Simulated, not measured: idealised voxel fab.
The process module presented herein is designated voxel self aligned contacts.
Cross-section cut spans 290 nm and uses square cells 5 nm in size.
Each cross-section below is a grid of square cells, stated as bands in top-down order, with one or more rows of cells making up each band.
Band: top height; bottom height; in nm. Then, left to right: material with width in nm, for each material. "all across": a single material spanning edge to edge. "blank": empty space.
Basically, 0 is our baseline, since under it the wafer straight out of the box is all one material. The bottom band has no lower end and keeps on going down, so it looks like "0 nm and below".
Width spec "30 to 40" -> top row of cells at first value, bottom row at second value, equal per-row change in between.
You'll sometimes find "same as before" written for a step, and that's the way of saying that nowhere in the cross-section did a cell change during that step.
Under "Trapped cavities" you'll find the enclosed gaps, the ones with no way out to the top, that are 8 cells or bigger; each reads width x height at distance, with distance counted from the left edge, everything in nm.
Post-settings text on a step line: simulator's own remark regarding the step.
overlay nm: step with mask; distance mask lay right of planned place; negative value = left of planned place.

## Process steps (planned)
step 1: RECEIVE: material Si
step 2: CONFORMAL_DEP: material SiO2, thk nm 5
step 3: DIRECTIONAL_DEP: material polySi, thk nm 25
step 4: DIRECTIONAL_DEP: material SiN, thk nm 20
step 5: DIRECTIONAL_DEP: material aC, thk nm 10
step 6: PATTERN: tone cover, mask id GATE, material resist, width nm 35, pitch nm 80, thk nm 25, overlay nm 0
step 7: DIRECTIONAL_ETCH: etch materials aC, depth nm 10
step 8: STRIP: etch materials resist
step 9: DIRECTIONAL_ETCH: etch materials SiN, depth nm 20
step 10: DIRECTIONAL_ETCH: etch materials polySi, depth nm 25
step 11: STRIP: etch materials aC
step 12: CONFORMAL_DEP: material SiN, thk nm 10
step 13: DIRECTIONAL_ETCH: etch materials SiN, depth nm 10
step 14: FILL_DEP: material SiO2, thk nm 15
step 15: CMP: height nm 55
step 16: MASKED_ETCH: tone open, mask id CONTACT, width nm 65, pitch nm 80, etch materials SiO2, depth nm 55, overlay nm 0
step 17: CONFORMAL_DEP: material TiN, thk nm 5
step 18: FILL_DEP: material W, thk nm 5
step 19: CMP: height nm 55
step 20: CONFORMAL_DEP: material SiN, thk nm 5

## As-received wafer cross-section (after step 1)
    0 nm and below  Si all across
    Trapped cavities: none

## First of two wafers: cross-section at end of module, run per plan
    60 nm to 55 nm  SiN all across
    55 nm to 50 nm  70 SiO2 / 25 TiN / 15 W / 25 TiN / 15 SiO2 / 25 TiN / 15 W / 25 TiN / 75 SiO2
    50 nm to 30 nm  35 SiO2 / 55 SiN / 5 TiN / 15 W / 5 TiN / 55 SiN / 5 TiN / 15 W / 5 TiN / 55 SiN / 40 SiO2
    30 nm to 5 nm  35 SiO2 / 10 SiN / 35 polySi / 10 SiN / 5 TiN / 15 W / 5 TiN / 10 SiN / 35 polySi / 10 SiN / 5 TiN / 15 W / 5 TiN / 10 SiN / 35 polySi / 10 SiN / 40 SiO2
    5 nm to 0 nm  90 SiO2 / 25 TiN / 55 SiO2 / 25 TiN / 95 SiO2
    0 nm and below  Si all across
    Trapped cavities: none

## The second wafer, shown in cross-section after the module: started the same way as the first and given the same plan, yet one mistake crept into how it was run
    60 nm to 55 nm  SiN all across
    55 nm to 35 nm  35 SiO2 / 10 SiN / 35 polySi / 10 SiN / 5 TiN / 15 W / 5 TiN / 10 SiN / 35 polySi / 10 SiN / 5 TiN / 15 W / 5 TiN / 10 SiN / 35 polySi / 10 SiN / 40 SiO2
    35 nm to 30 nm  35 SiO2 / 10 SiN / 35 polySi / 10 SiN / 25 TiN / 10 SiN / 35 polySi / 10 SiN / 25 TiN / 10 SiN / 35 polySi / 10 SiN / 40 SiO2
    30 nm to 5 nm  polySi all across
    5 nm to 0 nm  SiO2 all across
    0 nm and below  Si all across
    Trapped cavities: none
Where did the run depart from the plan? the plan had its step 3 run twice
The second wafer ends with more or fewer cells of some materials than the first, per final count: 132 fewer of SiN; 82 fewer of SiO2; 40 fewer of TiN; 36 fewer of W; 290 more of polySi
